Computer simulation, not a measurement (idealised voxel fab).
Process module heading - voxel self aligned vias
cross-section cut | 145 nm wide | cells 5 nm
Format of a cross-section: grid, square cells. Given as bands. Order: top down. Band: one or more rows of cells.
Heights first: top, then bottom, in nm. Then materials, left to right, each with a width in nm. "throughout" on a single material: fills the band edge to edge. "air": empty space.
Where do heights start? At 0: under that level the wafer as delivered is made of one material only. And the lowest band has no floor; it just carries on downward, as in "top 0, no bottom".
It should be noted that a width expressed as "30..40" varies in equal increments from row to row of cells within the band, taking the value of the first number at the top row and that of the second number at the bottom row.
When a step is marked "remained unchanged", none of the cells in the cross-section changed during that step.
If an empty space has no open way to the top and is at least 8 cells in size, "Enclosed cavity list" lists it, written width x height at distance, where distance is measured from the left edge and every value is in nm.
Text after the settings on a step's line: the simulator's own remark on that step.
"overlay nm" denotes, for a step that has a mask, the displacement of the mask to the right of its planned place, with negative values corresponding to the left.
### Here's what the planned process steps look like
1. RECEIVE (material Si)
2. CONFORMAL_DEP (material SiO2; thk nm 15)
3. CONFORMAL_DEP (material SiCN; thk nm 5)
4. DIRECTIONAL_DEP (material lowk; thk nm 25)
5. MASKED_ETCH (tone open; mask id LINES; width nm 25; pitch nm 65; etch materials lowk; depth nm 25; overlay nm 0)
6. CONFORMAL_DEP (material TiN; thk nm 5)
7. FILL_DEP (material Ru; thk nm 5)
8. CMP (height nm 45)
9. SELECTIVE_ETCH (etch materials W Ru TiN; depth nm 10)
10. FILL_DEP (material SiN; thk nm 5)
11. CMP (height nm 45)
12. DIRECTIONAL_DEP (material lowk; thk nm 20)
13. DIRECTIONAL_DEP (material aC; thk nm 15)
14. PATTERN (tone open; mask id VIAS; material resist; width nm 45; thk nm 35; overlay nm 0)
15. DIRECTIONAL_ETCH (etch materials aC; depth nm 15)
16. STRIP (etch materials resist)
17. DIRECTIONAL_ETCH (etch materials lowk; depth nm 20)
18. DIRECTIONAL_ETCH (etch materials SiN; depth nm 10)
19. STRIP (etch materials aC)
20. CONFORMAL_DEP (material TiN; thk nm 5)
21. FILL_DEP (material W; thk nm 10)
22. CMP (height nm 65)
23. CONFORMAL_DEP (material SiN; thk nm 5)
### So, the first of our two wafers, run just as we planned it
### As-received wafer cross-section (after step 1)
	top 0, no bottom  Si throughout
	Enclosed cavity list: none
### The wafer in cross-section once step 2 is complete
	top 15, bottom 0  SiO2 throughout
	Rest of section, below 0: as before.
### The wafer in cross-section once step 3 is complete
	top 20, bottom 15  SiCN throughout
	Rest of section, below 15: as before.
### The wafer in cross-section once step 4 is complete
	top 45, bottom 20  lowk throughout
	Rest of section, below 20: as before.
### The wafer in cross-section once step 5 is complete
	top 45, bottom 20  lowk (25), then air (25), then lowk (40), then air (25), then lowk (30)
	Rest of section, below 20: as before.
### The wafer in cross-section once step 6 is complete
	top 50, bottom 45  TiN (30), then air (15), then TiN (50), then air (15), then TiN (35)
	top 45, bottom 25  lowk (25), then TiN (5), then air (15), then TiN (5), then lowk (40), then TiN (5), then air (15), then TiN (5), then lowk (30)
	top 25, bottom 20  lowk (25), then TiN (25), then lowk (40), then TiN (25), then lowk (30)
	Rest of section, below 20: as before.
### The wafer in cross-section once step 7 is complete
	top 55, bottom 50  Ru throughout
	top 50, bottom 45  TiN (30), then Ru (15), then TiN (50), then Ru (15), then TiN (35)
	top 45, bottom 25  lowk (25), then TiN (5), then Ru (15), then TiN (5), then lowk (40), then TiN (5), then Ru (15), then TiN (5), then lowk (30)
	Rest of section, below 25: as before.
### The wafer in cross-section once step 8 is complete
	top 45, bottom 25  lowk (25), then TiN (5), then Ru (15), then TiN (5), then lowk (40), then TiN (5), then Ru (15), then TiN (5), then lowk (30)
	Rest of section, below 25: as before.
### The wafer in cross-section once step 9 is complete
	top 45, bottom 35  lowk (25), then air (25), then lowk (40), then air (25), then lowk (30)
	Rest of section, below 35: as before.
### The wafer in cross-section once step 10 is complete
	top 50, bottom 45  SiN throughout
	top 45, bottom 35  lowk (25), then SiN (25), then lowk (40), then SiN (25), then lowk (30)
	Rest of section, below 35: as before.
### The wafer in cross-section once step 11 is complete
	top 45, bottom 35  lowk (25), then SiN (25), then lowk (40), then SiN (25), then lowk (30)
	Rest of section, below 35: as before.
### The wafer in cross-section once step 12 is complete
	top 65, bottom 45  lowk throughout
	Rest of section, below 45: as before.
### The wafer in cross-section once step 13 is complete
	top 80, bottom 65  aC throughout
	Rest of section, below 65: as before.
### The wafer in cross-section once step 14 is complete
	top 115, bottom 80  resist (15), then air (45), then resist (85)
	Rest of section, below 80: as before.
### The wafer in cross-section once step 15 is complete
	top 100, bottom 80  resist (15), then air (45), then resist (85)
	top 80, bottom 65  aC (15), then air (45), then aC (85)
	Rest of section, below 65: as before.
### The wafer in cross-section once step 16 is complete
	top 80, bottom 65  aC (15), then air (45), then aC (85)
	Rest of section, below 65: as before.
### The wafer in cross-section once step 17 is complete
	top 80, bottom 65  aC (15), then air (45), then aC (85)
	top 65, bottom 45  lowk (15), then air (45), then lowk (85)
	Rest of section, below 45: as before.
### The wafer in cross-section once step 18 is complete
	top 80, bottom 65  aC (15), then air (45), then aC (85)
	top 65, bottom 45  lowk (15), then air (45), then lowk (85)
	top 45, bottom 35  lowk (25), then air (25), then lowk (40), then SiN (25), then lowk (30)
	Rest of section, below 35: as before.
### The wafer in cross-section once step 19 is complete
	top 65, bottom 45  lowk (15), then air (45), then lowk (85)
	Rest of section, below 45: as before.
### The wafer in cross-section once step 20 is complete
	top 70, bottom 65  TiN (20), then air (35), then TiN (90)
	top 65, bottom 50  lowk (15), then TiN (5), then air (35), then TiN (5), then lowk (85)
	top 50, bottom 45  lowk (15), then TiN (15), then air (15), then TiN (15), then lowk (85)
	top 45, bottom 40  lowk (25), then TiN (5), then air (15), then TiN (5), then lowk (40), then SiN (25), then lowk (30)
	top 40, bottom 35  lowk (25), then TiN (25), then lowk (40), then SiN (25), then lowk (30)
	Rest of section, below 35: as before.
### The wafer in cross-section once step 21 is complete
	top 80, bottom 70  W throughout
	top 70, bottom 65  TiN (20), then W (35), then TiN (90)
	top 65, bottom 50  lowk (15), then TiN (5), then W (35), then TiN (5), then lowk (85)
	top 50, bottom 45  lowk (15), then TiN (15), then W (15), then TiN (15), then lowk (85)
	top 45, bottom 40  lowk (25), then TiN (5), then W (15), then TiN (5), then lowk (40), then SiN (25), then lowk (30)
	Rest of section, below 40: as before.
### The wafer in cross-section once step 22 is complete
	top 65, bottom 50  lowk (15), then TiN (5), then W (35), then TiN (5), then lowk (85)
	Rest of section, below 50: as before.
### The wafer in cross-section once step 23 is complete
	top 70, bottom 65  SiN throughout
	Rest of section, below 65: as before.
### Wafer two. Same start, same plan, one slip in execution. Same as wafer one through step 4, inclusive
### X-section, second wafer, when step 5 was due to finish
	top 45, bottom 20  lowk (20), then air (25), then lowk (40), then air (25), then lowk (35)
	Rest of section, below 20: as before.
### X-section, second wafer, when step 6 was due to finish
	top 50, bottom 45  TiN (25), then air (15), then TiN (50), then air (15), then TiN (40)
	top 45, bottom 25  lowk (20), then TiN (5), then air (15), then TiN (5), then lowk (40), then TiN (5), then air (15), then TiN (5), then lowk (35)
	top 25, bottom 20  lowk (20), then TiN (25), then lowk (40), then TiN (25), then lowk (35)
	Rest of section, below 20: as before.
### X-section, second wafer, when step 7 was due to finish
	top 55, bottom 50  Ru throughout
	top 50, bottom 45  TiN (25), then Ru (15), then TiN (50), then Ru (15), then TiN (40)
	top 45, bottom 25  lowk (20), then TiN (5), then Ru (15), then TiN (5), then lowk (40), then TiN (5), then Ru (15), then TiN (5), then lowk (35)
	Rest of section, below 25: as before.
### X-section, second wafer, when step 8 was due to finish
	top 45, bottom 25  lowk (20), then TiN (5), then Ru (15), then TiN (5), then lowk (40), then TiN (5), then Ru (15), then TiN (5), then lowk (35)
	Rest of section, below 25: as before.
### X-section, second wafer, when step 9 was due to finish
	top 45, bottom 35  lowk (20), then air (25), then lowk (40), then air (25), then lowk (35)
	Rest of section, below 35: as before.
### X-section, second wafer, when step 10 was due to finish
	top 50, bottom 45  SiN throughout
	top 45, bottom 35  lowk (20), then SiN (25), then lowk (40), then SiN (25), then lowk (35)
	Rest of section, below 35: as before.
### X-section, second wafer, when step 11 was due to finish
	top 45, bottom 35  lowk (20), then SiN (25), then lowk (40), then SiN (25), then lowk (35)
	Rest of section, below 35: as before.
### X-section, second wafer, when step 12 was due to finish
	top 65, bottom 45  lowk throughout
	Rest of section, below 45: as before.
### X-section, second wafer, when step 13 was due to finish
	top 80, bottom 65  aC throughout
	Rest of section, below 65: as before.
### X-section, second wafer, when step 14 was due to finish
	top 115, bottom 80  resist (15), then air (45), then resist (85)
	Rest of section, below 80: as before.
### X-section, second wafer, when step 15 was due to finish
	top 100, bottom 80  resist (15), then air (45), then resist (85)
	top 80, bottom 65  aC (15), then air (45), then aC (85)
	Rest of section, below 65: as before.
### X-section, second wafer, when step 16 was due to finish
	top 80, bottom 65  aC (15), then air (45), then aC (85)
	Rest of section, below 65: as before.
### X-section, second wafer, when step 17 was due to finish
	top 80, bottom 65  aC (15), then air (45), then aC (85)
	top 65, bottom 45  lowk (15), then air (45), then lowk (85)
	Rest of section, below 45: as before.
### X-section, second wafer, when step 18 was due to finish
	top 80, bottom 65  aC (15), then air (45), then aC (85)
	top 65, bottom 45  lowk (15), then air (45), then lowk (85)
	top 45, bottom 35  lowk (20), then air (25), then lowk (40), then SiN (25), then lowk (35)
	Rest of section, below 35: as before.
### X-section, second wafer, when step 19 was due to finish
	top 65, bottom 45  lowk (15), then air (45), then lowk (85)
	Rest of section, below 45: as before.
### X-section, second wafer, when step 20 was due to finish
	top 70, bottom 65  TiN (20), then air (35), then TiN (90)
	top 65, bottom 50  lowk (15), then TiN (5), then air (35), then TiN (5), then lowk (85)
	top 50, bottom 45  lowk (15), then TiN (10), then air (15), then TiN (20), then lowk (85)
	top 45, bottom 40  lowk (20), then TiN (5), then air (15), then TiN (5), then lowk (40), then SiN (25), then lowk (35)
	top 40, bottom 35  lowk (20), then TiN (25), then lowk (40), then SiN (25), then lowk (35)
	Rest of section, below 35: as before.
### X-section, second wafer, when step 21 was due to finish
	top 80, bottom 70  W throughout
	top 70, bottom 65  TiN (20), then W (35), then TiN (90)
	top 65, bottom 50  lowk (15), then TiN (5), then W (35), then TiN (5), then lowk (85)
	top 50, bottom 45  lowk (15), then TiN (10), then W (15), then TiN (20), then lowk (85)
	top 45, bottom 40  lowk (20), then TiN (5), then W (15), then TiN (5), then lowk (40), then SiN (25), then lowk (35)
	Rest of section, below 40: as before.
### X-section, second wafer, when step 22 was due to finish
	top 65, bottom 50  lowk (15), then TiN (5), then W (35), then TiN (5), then lowk (85)
	Rest of section, below 50: as before.
### X-section, second wafer, when step 23 was due to finish
	top 70, bottom 65  SiN throughout
	Rest of section, below 65: as before.
Plan not followed: contrary to plan, step 5 was performed as MASKED_ETCH (tone open; mask id LINES; width nm 25; pitch nm 65; etch materials lowk; depth nm 25; overlay nm -5)
Comparing end states, the material composition by cell count is preserved from the first wafer to the second, while the locations of the cells are not.
